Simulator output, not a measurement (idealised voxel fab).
This is a process module. Its name is voxel wiring stack.
Cross-section cut: width 140 nm, square cells of 5 nm.
A cross-section is a grid of square cells, given in bands from the top down. A band is one or more rows of cells. A band entry consists of two parts. The first gives the height of the band's top and the height of its bottom, in nm. The rest lists the band's materials from left to right, each with its width in nm. A single material labelled with the word "full width" fills the band from edge to edge, and the word "empty" marks empty space. Zero point of the height axis is 0; under it, received wafer = one material. Lowest band: continues down indefinitely, "0 -> down". You'd read "30->40" like this: the band's top row of cells is as wide as the first number, its bottom row is as wide as the second, and going down, every row changes width by the same amount as the row before did. No cell of the cross-section changed in a step that is given as "remained the same". Entry "Sealed void list" = empty spaces >= 8 cells with no open way to the top; each as width x height at distance, distance from left edge, all nm. Anything after a step's settings on that line? It's the simulator's own note about the step. Among the settings permitted on a step's line is "overlay nm"; applied to a step with a mask, it specifies the extent to which the mask lay to the right of its planned position, whereas a negative figure signifies a position to the left.

The following list gives the planned process steps:
- 1: RECEIVE,material Si
- 2: CONFORMAL_DEP,material SiO2,thk nm 10
- 3: DIRECTIONAL_DEP,material TiN,thk nm 5
- 4: DIRECTIONAL_DEP,material W,thk nm 25
- 5: MASKED_ETCH,tone cover,mask id METAL_1,width nm 25,pitch nm 45,etch materials W,depth nm 25,overlay nm 0
- 6: MASKED_ETCH,tone cover,mask id METAL_1,width nm 25,pitch nm 45,etch materials TiN,depth nm 5,overlay nm 0
- 7: FILL_DEP,material SiO2,thk nm 5
- 8: CMP,height nm 40
- 9: CONFORMAL_DEP,material SiCN,thk nm 5
- 10: DIRECTIONAL_DEP,material SiO2,thk nm 30
- 11: PATTERN,tone open,mask id METAL_2_HOLES,material resist,width nm 15,pitch nm 45,thk nm 20,overlay nm 0
- 12: DIRECTIONAL_ETCH,etch materials SiO2,depth nm 30
- 13: STRIP,etch materials resist
- 14: MASKED_ETCH,tone open,mask id METAL_2,width nm 25,pitch nm 45,etch materials SiO2,depth nm 20,overlay nm 0
- 15: MASKED_ETCH,tone open,mask id METAL_2,width nm 25,pitch nm 45,etch materials SiCN,depth nm 5,overlay nm 0
- 16: CONFORMAL_DEP,material TiN,thk nm 5
- 17: FILL_DEP,material Cu,thk nm 10
- 18: CMP,height nm 75
- 19: CONFORMAL_DEP,material SiCN,thk nm 5
- 20: DIRECTIONAL_DEP,material lowk,thk nm 10
- 21: MASKED_ETCH,tone open,mask id PLUG_2,width nm 15,pitch nm 45,etch materials lowk,depth nm 10,overlay nm 0
- 22: MASKED_ETCH,tone open,mask id PLUG_2,width nm 15,pitch nm 45,etch materials SiCN,depth nm 5,overlay nm 0
- 23: EPI,material Ru,thk nm 10
- 24: EPI,material Ru,thk nm 5
- 25: DIRECTIONAL_DEP,material TiN,thk nm 5
- 26: DIRECTIONAL_DEP,material W,thk nm 15
- 27: DIRECTIONAL_DEP,material aC,thk nm 15
- 28: PATTERN,tone cover,mask id METAL_3,material resist,width nm 25,pitch nm 45,thk nm 30,overlay nm 0
- 29: DIRECTIONAL_ETCH,etch materials aC,depth nm 15
- 30: STRIP,etch materials resist
- 31: DIRECTIONAL_ETCH,etch materials W,depth nm 15
- 32: DIRECTIONAL_ETCH,etch materials TiN,depth nm 5
- 33: STRIP,etch materials aC
- 34: CONFORMAL_DEP,material SiN,thk nm 5
- 35: FILL_DEP,material SiO2,thk nm 5
- 36: CMP,height nm 110
- 37: CONFORMAL_DEP,material SiCN,thk nm 5

Wafer at receipt (post step 1), cross-section:
0 -> down | Si full width
Sealed void list: none

Below is the wafer in cross-section after the module was completed. It began from the starting point shown above and followed the plan shown above, except that one mistake was made while running it:
115 -> 110 | SiCN full width
110 -> 95 | 30 nm SiO2 | 5 nm SiN | 25 nm W | 5 nm SiN | 10 nm SiO2 | 5 nm SiN | 25 nm W | 5 nm SiN | 30 nm SiO2
95 -> 90 | 35 nm SiN | 25 nm TiN | 20 nm SiN | 25 nm TiN | 35 nm SiN
90 -> 80 | 35 nm lowk | 15 nm Ru | 30 nm lowk | 15 nm Ru | 45 nm lowk
80 -> 75 | 35 nm SiCN | 15 nm Ru | 30 nm SiCN | 15 nm Ru | 45 nm SiCN
75 -> 60 | 35 nm SiO2 | 5 nm TiN | 15 nm Cu | 5 nm TiN | 20 nm SiO2 | 5 nm TiN | 15 nm Cu | 5 nm TiN | 35 nm SiO2
60 -> 55 | 35 nm SiO2 | 5 nm TiN | 5 nm Cu | 15 nm TiN | 20 nm SiO2 | 5 nm TiN | 5 nm Cu | 15 nm TiN | 35 nm SiO2
55 -> 45 | 35 nm SiO2 | 5 nm TiN | 5 nm Cu | 5 nm TiN | 30 nm SiO2 | 5 nm TiN | 5 nm Cu | 5 nm TiN | 45 nm SiO2
45 -> 40 | 35 nm SiCN | 15 nm TiN | 30 nm SiCN | 15 nm TiN | 45 nm SiCN
40 -> 15 | 40 nm SiO2 | 15 nm W | 30 nm SiO2 | 15 nm W | 40 nm SiO2
15 -> 10 | 35 nm SiO2 | 25 nm TiN | 20 nm SiO2 | 25 nm TiN | 35 nm SiO2
10 -> 0 | SiO2 full width
0 -> down | Si full width
Sealed void list: none
Deviation from plan: step 5 was processed under conditions differing from the plan, specifically as MASKED_ETCH,tone cover,mask id METAL_1,width nm 15,pitch nm 45,etch materials W,depth nm 25,overlay nm 0
